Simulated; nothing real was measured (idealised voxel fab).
You're looking at the process module voxel gate over fins.
This is section cut - it's 240 nm across, gridded in 5 nm square cells.
We lay out every cross-section as a grid of square cells and spell it out in bands from the top down, where one band means one or more rows of cells.
Band: top and bottom heights (nm) first, top before bottom; then materials from left to right, widths in nm. "all across" marks a sole material filling the band edge to edge. "empty" denotes empty space.
The level at which height equals 0 is the one under which the wafer, as it arrives, is entirely one material. No lower edge exists for the bottom band, which continues downward and is notated as in "0..down".
You'd read "30..40" like this: the band's top row of cells is as wide as the first number, its bottom row is as wide as the second, and going down, every row changes width by the same amount as the row before did.
"remained the same" (step): cross-section cells unchanged, all of them.
Each empty space that has no open way to the top and spans at least 8 cells appears under "Sealed internal voids" as width x height at distance, the distance counted from the left edge, all in nm.
The remark found on a step's line after its settings is issued by the simulator itself and pertains to that step.
overlay nm: how far to the right of its planned place the mask lay on this masked step (negative: to the left).
Steps in the process plan
1) RECEIVE (material Si)
2) CONFORMAL_DEP (material SiN; thk nm 10)
3) MASKED_ETCH (tone cover; mask id FINS; width nm 15; pitch nm 50; etch materials SiN; depth nm 10; overlay nm 0)
4) MASKED_ETCH (tone cover; mask id FINS; width nm 15; pitch nm 50; etch materials Si; depth nm 40; overlay nm 0)
5) FILL_DEP (material SiO2; thk nm 5)
6) CMP (height nm 10)
7) MASKED_ETCH (tone open; mask id RAIL; width nm 15; etch materials SiO2; depth nm 45; overlay nm 0)
8) CONFORMAL_DEP (material TiN; thk nm 5)
9) FILL_DEP (material Ru; thk nm 5)
10) CMP (height nm 10)
11) SELECTIVE_ETCH (etch materials W Ru TiN; depth nm 30)
12) FILL_DEP (material SiO2; thk nm 5)
13) CMP (height nm 10)
14) SELECTIVE_ETCH (etch materials SiO2; depth nm 20)
15) STRIP (etch materials SiN)
16) CONFORMAL_DEP (material HfO2; thk nm 5)
17) CONFORMAL_DEP (material TiN; thk nm 5)
18) FILL_DEP (material W; thk nm 15)
19) CMP (height nm 20)
20) CONFORMAL_DEP (material SiN; thk nm 10)
The following pertains to the first of two wafers, which was processed as planned
As-received wafer cross-section (after step 1)
> 0..down: Si all across
> Sealed internal voids: none
Wafer section view after processing step 2
> 10..0: SiN all across
> Lower than 0, everything is as it was.
Wafer section view after processing step 3
> 10..0: empty (60), SiN (15), empty (35), SiN (15), empty (35), SiN (15), empty (65)
> Lower than 0, everything is as it was.
Wafer section view after processing step 4
> 10..0: empty (60), SiN (15), empty (35), SiN (15), empty (35), SiN (15), empty (65)
> 0..-40: empty (60), Si (15), empty (35), Si (15), empty (35), Si (15), empty (65)
> Lower than -40, everything is as it was.
Wafer section view after processing step 5
> 15..10: SiO2 all across
> 10..0: SiO2 (60), SiN (15), SiO2 (35), SiN (15), SiO2 (35), SiN (15), SiO2 (65)
> 0..-40: SiO2 (60), Si (15), SiO2 (35), Si (15), SiO2 (35), Si (15), SiO2 (65)
> Lower than -40, everything is as it was.
Wafer section view after processing step 6
> 10..0: SiO2 (60), SiN (15), SiO2 (35), SiN (15), SiO2 (35), SiN (15), SiO2 (65)
> Lower than 0, everything is as it was.
Wafer section view after processing step 7
> 10..0: SiO2 (60), SiN (15), SiO2 (10), empty (15), SiO2 (10), SiN (15), SiO2 (35), SiN (15), SiO2 (65)
> 0..-35: SiO2 (60), Si (15), SiO2 (10), empty (15), SiO2 (10), Si (15), SiO2 (35), Si (15), SiO2 (65)
> Lower than -35, everything is as it was.
Wafer section view after processing step 8
> 15..10: TiN (90), empty (5), TiN (145)
> 10..0: SiO2 (60), SiN (15), SiO2 (10), TiN (5), empty (5), TiN (5), SiO2 (10), SiN (15), SiO2 (35), SiN (15), SiO2 (65)
> 0..-30: SiO2 (60), Si (15), SiO2 (10), TiN (5), empty (5), TiN (5), SiO2 (10), Si (15), SiO2 (35), Si (15), SiO2 (65)
> -30..-35: SiO2 (60), Si (15), SiO2 (10), TiN (15), SiO2 (10), Si (15), SiO2 (35), Si (15), SiO2 (65)
> Lower than -35, everything is as it was.
Wafer section view after processing step 9
> 20..15: Ru all across
> 15..10: TiN (90), Ru (5), TiN (145)
> 10..0: SiO2 (60), SiN (15), SiO2 (10), TiN (5), Ru (5), TiN (5), SiO2 (10), SiN (15), SiO2 (35), SiN (15), SiO2 (65)
> 0..-30: SiO2 (60), Si (15), SiO2 (10), TiN (5), Ru (5), TiN (5), SiO2 (10), Si (15), SiO2 (35), Si (15), SiO2 (65)
> Lower than -30, everything is as it was.
Wafer section view after processing step 10
> 10..0: SiO2 (60), SiN (15), SiO2 (10), TiN (5), Ru (5), TiN (5), SiO2 (10), SiN (15), SiO2 (35), SiN (15), SiO2 (65)
> Lower than 0, everything is as it was.
Wafer section view after processing step 11
> 10..0: SiO2 (60), SiN (15), SiO2 (10), empty (15), SiO2 (10), SiN (15), SiO2 (35), SiN (15), SiO2 (65)
> 0..-20: SiO2 (60), Si (15), SiO2 (10), empty (15), SiO2 (10), Si (15), SiO2 (35), Si (15), SiO2 (65)
> Lower than -20, everything is as it was.
Wafer section view after processing step 12
> 15..10: SiO2 all across
> 10..0: SiO2 (60), SiN (15), SiO2 (35), SiN (15), SiO2 (35), SiN (15), SiO2 (65)
> 0..-20: SiO2 (60), Si (15), SiO2 (35), Si (15), SiO2 (35), Si (15), SiO2 (65)
> Lower than -20, everything is as it was.
Wafer section view after processing step 13
> 10..0: SiO2 (60), SiN (15), SiO2 (35), SiN (15), SiO2 (35), SiN (15), SiO2 (65)
> Lower than 0, everything is as it was.
Wafer section view after processing step 14
> 10..0: empty (60), SiN (15), empty (35), SiN (15), empty (35), SiN (15), empty (65)
> 0..-10: empty (60), Si (15), empty (35), Si (15), empty (35), Si (15), empty (65)
> Lower than -10, everything is as it was.
Wafer section view after processing step 15
> 0..-10: empty (60), Si (15), empty (35), Si (15), empty (35), Si (15), empty (65)
> Lower than -10, everything is as it was.
Wafer section view after processing step 16
> 5..0: empty (55), HfO2 (25), empty (25), HfO2 (25), empty (25), HfO2 (25), empty (60)
> 0..-5: empty (55), HfO2 (5), Si (15), HfO2 (5), empty (25), HfO2 (5), Si (15), HfO2 (5), empty (25), HfO2 (5), Si (15), HfO2 (5), empty (60)
> -5..-10: HfO2 (60), Si (15), HfO2 (35), Si (15), HfO2 (35), Si (15), HfO2 (65)
> Lower than -10, everything is as it was.
Wafer section view after processing step 17
> 10..5: empty (50), TiN (35), empty (15), TiN (35), empty (15), TiN (35), empty (55)
> 5..0: empty (50), TiN (5), HfO2 (25), TiN (5), empty (15), TiN (5), HfO2 (25), TiN (5), empty (15), TiN (5), HfO2 (25), TiN (5), empty (55)
> 0..-5: TiN (55), HfO2 (5), Si (15), HfO2 (5), TiN (25), HfO2 (5), Si (15), HfO2 (5), TiN (25), HfO2 (5), Si (15), HfO2 (5), TiN (60)
> Lower than -5, everything is as it was.
Wafer section view after processing step 18
> 25..10: W all across
> 10..5: W (50), TiN (35), W (15), TiN (35), W (15), TiN (35), W (55)
> 5..0: W (50), TiN (5), HfO2 (25), TiN (5), W (15), TiN (5), HfO2 (25), TiN (5), W (15), TiN (5), HfO2 (25), TiN (5), W (55)
> Lower than 0, everything is as it was.
Wafer section view after processing step 19
> 20..10: W all across
> Lower than 10, everything is as it was.
Wafer section view after processing step 20
> 30..20: SiN all across
> Lower than 20, everything is as it was.
Notes, second wafer: start = first wafer's, plan = first wafer's, execution had one mistake; history identical to first through step 7
Second wafer: cross-section at the scheduled end of step 8
> 15..10: W (90), empty (5), W (145)
> 10..0: SiO2 (60), SiN (15), SiO2 (10), W (5), empty (5), W (5), SiO2 (10), SiN (15), SiO2 (35), SiN (15), SiO2 (65)
> 0..-30: SiO2 (60), Si (15), SiO2 (10), W (5), empty (5), W (5), SiO2 (10), Si (15), SiO2 (35), Si (15), SiO2 (65)
> -30..-35: SiO2 (60), Si (15), SiO2 (10), W (15), SiO2 (10), Si (15), SiO2 (35), Si (15), SiO2 (65)
> Lower than -35, everything is as it was.
Second wafer: cross-section at the scheduled end of step 9
> 20..15: Ru all across
> 15..10: W (90), Ru (5), W (145)
> 10..0: SiO2 (60), SiN (15), SiO2 (10), W (5), Ru (5), W (5), SiO2 (10), SiN (15), SiO2 (35), SiN (15), SiO2 (65)
> 0..-30: SiO2 (60), Si (15), SiO2 (10), W (5), Ru (5), W (5), SiO2 (10), Si (15), SiO2 (35), Si (15), SiO2 (65)
> Lower than -30, everything is as it was.
Second wafer: cross-section at the scheduled end of step 10
> 10..0: SiO2 (60), SiN (15), SiO2 (10), W (5), Ru (5), W (5), SiO2 (10), SiN (15), SiO2 (35), SiN (15), SiO2 (65)
> Lower than 0, everything is as it was.
Second wafer: cross-section at the scheduled end of step 11
> 10..0: SiO2 (60), SiN (15), SiO2 (10), empty (15), SiO2 (10), SiN (15), SiO2 (35), SiN (15), SiO2 (65)
> 0..-20: SiO2 (60), Si (15), SiO2 (10), empty (15), SiO2 (10), Si (15), SiO2 (35), Si (15), SiO2 (65)
> Lower than -20, everything is as it was.
Second wafer: cross-section at the scheduled end of step 12
> 15..10: SiO2 all across
> 10..0: SiO2 (60), SiN (15), SiO2 (35), SiN (15), SiO2 (35), SiN (15), SiO2 (65)
> 0..-20: SiO2 (60), Si (15), SiO2 (35), Si (15), SiO2 (35), Si (15), SiO2 (65)
> Lower than -20, everything is as it was.
Second wafer: cross-section at the scheduled end of step 13
> 10..0: SiO2 (60), SiN (15), SiO2 (35), SiN (15), SiO2 (35), SiN (15), SiO2 (65)
> Lower than 0, everything is as it was.
Second wafer: cross-section at the scheduled end of step 14
> 10..0: empty (60), SiN (15), empty (35), SiN (15), empty (35), SiN (15), empty (65)
> 0..-10: empty (60), Si (15), empty (35), Si (15), empty (35), Si (15), empty (65)
> Lower than -10, everything is as it was.
Second wafer: cross-section at the scheduled end of step 15
> 0..-10: empty (60), Si (15), empty (35), Si (15), empty (35), Si (15), empty (65)
> Lower than -10, everything is as it was.
Second wafer: cross-section at the scheduled end of step 16
> 5..0: empty (55), HfO2 (25), empty (25), HfO2 (25), empty (25), HfO2 (25), empty (60)
> 0..-5: empty (55), HfO2 (5), Si (15), HfO2 (5), empty (25), HfO2 (5), Si (15), HfO2 (5), empty (25), HfO2 (5), Si (15), HfO2 (5), empty (60)
> -5..-10: HfO2 (60), Si (15), HfO2 (35), Si (15), HfO2 (35), Si (15), HfO2 (65)
> Lower than -10, everything is as it was.
Second wafer: cross-section at the scheduled end of step 17
> 10..5: empty (50), TiN (35), empty (15), TiN (35), empty (15), TiN (35), empty (55)
> 5..0: empty (50), TiN (5), HfO2 (25), TiN (5), empty (15), TiN (5), HfO2 (25), TiN (5), empty (15), TiN (5), HfO2 (25), TiN (5), empty (55)
> 0..-5: TiN (55), HfO2 (5), Si (15), HfO2 (5), TiN (25), HfO2 (5), Si (15), HfO2 (5), TiN (25), HfO2 (5), Si (15), HfO2 (5), TiN (60)
> Lower than -5, everything is as it was.
Second wafer: cross-section at the scheduled end of step 18
> 25..10: W all across
> 10..5: W (50), TiN (35), W (15), TiN (35), W (15), TiN (35), W (55)
> 5..0: W (50), TiN (5), HfO2 (25), TiN (5), W (15), TiN (5), HfO2 (25), TiN (5), W (15), TiN (5), HfO2 (25), TiN (5), W (55)
> Lower than 0, everything is as it was.
Second wafer: cross-section at the scheduled end of step 19
> 20..10: W all across
> Lower than 10, everything is as it was.
Second wafer: cross-section at the scheduled end of step 20
> 30..20: SiN all across
> Lower than 20, everything is as it was.
Plan not followed: step 8 was processed under conditions differing from the plan, specifically as CONFORMAL_DEP (material W; thk nm 5)
Materials where the second wafer ends with more or fewer cells than the first: -7 TiN; +7 W
